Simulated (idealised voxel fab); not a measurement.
Name of the process module below: voxel air gaps
The cross-section shown here is cut; it is 210 nm wide and divided into square cells measuring 5 nm on a side.
A cross-section is written here as square cells arranged in a grid, and it is given in bands from the top down, each band taking up one or more rows of cells.
The entry gives the band's vertical extent as a top height and a bottom height in nm, then its horizontal make-up as materials from left to right, each with a width in nm. "air" stands for empty space; a single material marked "all across" fills the band edge to edge.
It should be noted that heights are counted from 0, beneath which the wafer as supplied is of one material throughout, and that the lowest band possesses no lower boundary but continues downward, as written in "top 0, no bottom".
Top row gets the first number, bottom row gets the second, and each row in between changes by the same step: that is how a band width like "30..40" works.
Basically "nothing altered" means that step didn't change any cell in the cross-section.
In the "Closed void table" entry, you get each enclosed empty space of 8 cells or more, one with no open way to the top, written width x height at distance, distance from the left edge, in nm.
Past the settings on a step's line: simulator remark, on that step.
What "overlay nm" on a step's line means: if the step has a mask, that mask lay this far to the right of its planned place, or, when the value is negative, to the left.
STEPS IN THE PROCESS PLAN
step 1: RECEIVE (material Si)
step 2: CONFORMAL_DEP (material SiO2; thk nm 15)
step 3: CONFORMAL_DEP (material SiCN; thk nm 5)
step 4: DIRECTIONAL_DEP (material SiO2; thk nm 40)
step 5: DIRECTIONAL_DEP (material aC; thk nm 15)
step 6: PATTERN (tone open; mask id LINES; material resist; width nm 15; pitch nm 50; thk nm 35; overlay nm 0)
step 7: DIRECTIONAL_ETCH (etch materials aC; depth nm 15)
step 8: STRIP (etch materials resist)
step 9: DIRECTIONAL_ETCH (etch materials SiO2; depth nm 40)
step 10: STRIP (etch materials aC)
step 11: CONFORMAL_DEP (material TiN; thk nm 5)
step 12: FILL_DEP (material Ru; thk nm 10)
step 13: CMP (height nm 60)
step 14: EPI (material Ru; thk nm 10)
step 15: SELECTIVE_ETCH (etch materials SiO2; depth nm 50)
step 16: CONFORMAL_DEP (material SiCN; thk nm 5)
The plan's step 6 width nm is the first wafer's value; the wafers differ in this setting and start identical.
RECEIVED CONDITION OF THE FIRST OF SEVERAL WAFERS, SECTIONED: POST-STEP 1
  top 0, no bottom | Si all across
  Closed void table: none
ROW PER WAFER, END-OF-MODULE: CELL GAIN (+)/LOSS (-) BY MATERIAL SINCE THE WAFER CAME IN, THEN CLOSED VOIDS
width nm 15; +84 Ru; +196 SiCN; +126 SiO2; +68 TiN; Closed void table: none
width nm 20; +120 Ru; +196 SiCN; +126 SiO2; +72 TiN; Closed void table: 20 x 30 at 45; 20 x 30 at 95; 20 x 30 at 145
width nm 25; +156 Ru; +184 SiCN; +126 SiO2; +76 TiN; Closed void table: 15 x 30 at 50; 15 x 30 at 100; 15 x 30 at 150; 10 x 30 at 200
width nm 30; +192 Ru; +112 SiCN; +222 SiO2; +80 TiN; Closed void table: 10 x 30 at 0; 10 x 30 at 200
